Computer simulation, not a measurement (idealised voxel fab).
process module | voxel self aligned vias
cross-section cut | 280 nm wide | cells 5 nm
A cross-section is a grid of square cells, given in bands from the top down. A band is one or more rows of cells.
Each band's line starts with the height of the band's top and of its bottom, in nm. Then come its materials from left to right, each with its width in nm. One material with "throughout" fills the band from edge to edge. "air" is empty space.
Height 0 is the level under which the wafer as received is all one material. The lowest band goes on downwards, as in "0 down".
A width such as "30 to 40" changes by the same amount from each row of cells to the next, from the band's top row to its bottom row.
"no change" after a step means that no cell of the cross-section changed.
closed voids: empty space of 8 cells or more with no open way to the top, each as width x height at its distance from the left edge, in nm
after a step's settings: what the simulator itself notes on the step
overlay nm, on a step with a mask: how far to the right of its planned place the mask lay; to the left if negative
plan
1 op RECEIVE | material Si
2 op CONFORMAL_DEP | material SiO2 | thk nm 10
3 op CONFORMAL_DEP | material SiCN | thk nm 5
4 op DIRECTIONAL_DEP | material lowk | thk nm 25
5 op DIRECTIONAL_DEP | material aC | thk nm 15
6 op PATTERN | tone open | mask id LINES | material resist | width nm 30 | pitch nm 75 | thk nm 30 | overlay nm 0
7 op DIRECTIONAL_ETCH | etch materials aC | depth nm 15
8 op STRIP | etch materials resist
9 op DIRECTIONAL_ETCH | etch materials lowk | depth nm 25
10 op STRIP | etch materials aC
11 op CONFORMAL_DEP | material TiN | thk nm 5
12 op FILL_DEP | material W | thk nm 5
13 op CMP | height nm 40
14 op SELECTIVE_ETCH | etch materials W Ru TiN | depth nm 5
15 op FILL_DEP | material SiN | thk nm 10
16 op CMP | height nm 40
17 op DIRECTIONAL_DEP | material lowk | thk nm 15
18 op DIRECTIONAL_DEP | material aC | thk nm 15
19 op PATTERN | tone open | mask id VIAS | material resist | width nm 50 | thk nm 30 | overlay nm 0
20 op DIRECTIONAL_ETCH | etch materials aC | depth nm 15
21 op STRIP | etch materials resist
22 op DIRECTIONAL_ETCH | etch materials lowk | depth nm 15
23 op DIRECTIONAL_ETCH | etch materials SiN | depth nm 5
24 op STRIP | etch materials aC
25 op CONFORMAL_DEP | material TiN | thk nm 5
26 op FILL_DEP | material Ru | thk nm 5
27 op CMP | height nm 55
28 op CONFORMAL_DEP | material SiCN | thk nm 5
as received, after step 1
  0 down: Si throughout
  closed voids: none
a wafer at the end: this start, this plan, one mistake
  60 to 55: SiCN throughout
  55 to 45: lowk 75 | TiN 5 | Ru 40 | TiN 5 | lowk 155
  45 to 40: lowk 75 | TiN 50 | lowk 155
  40 to 35: SiCN throughout
  35 to 10: lowk throughout
  10 to 0: SiO2 throughout
  0 down: Si throughout
  closed voids: none
what went wrong: steps 3 and 4 were swapped
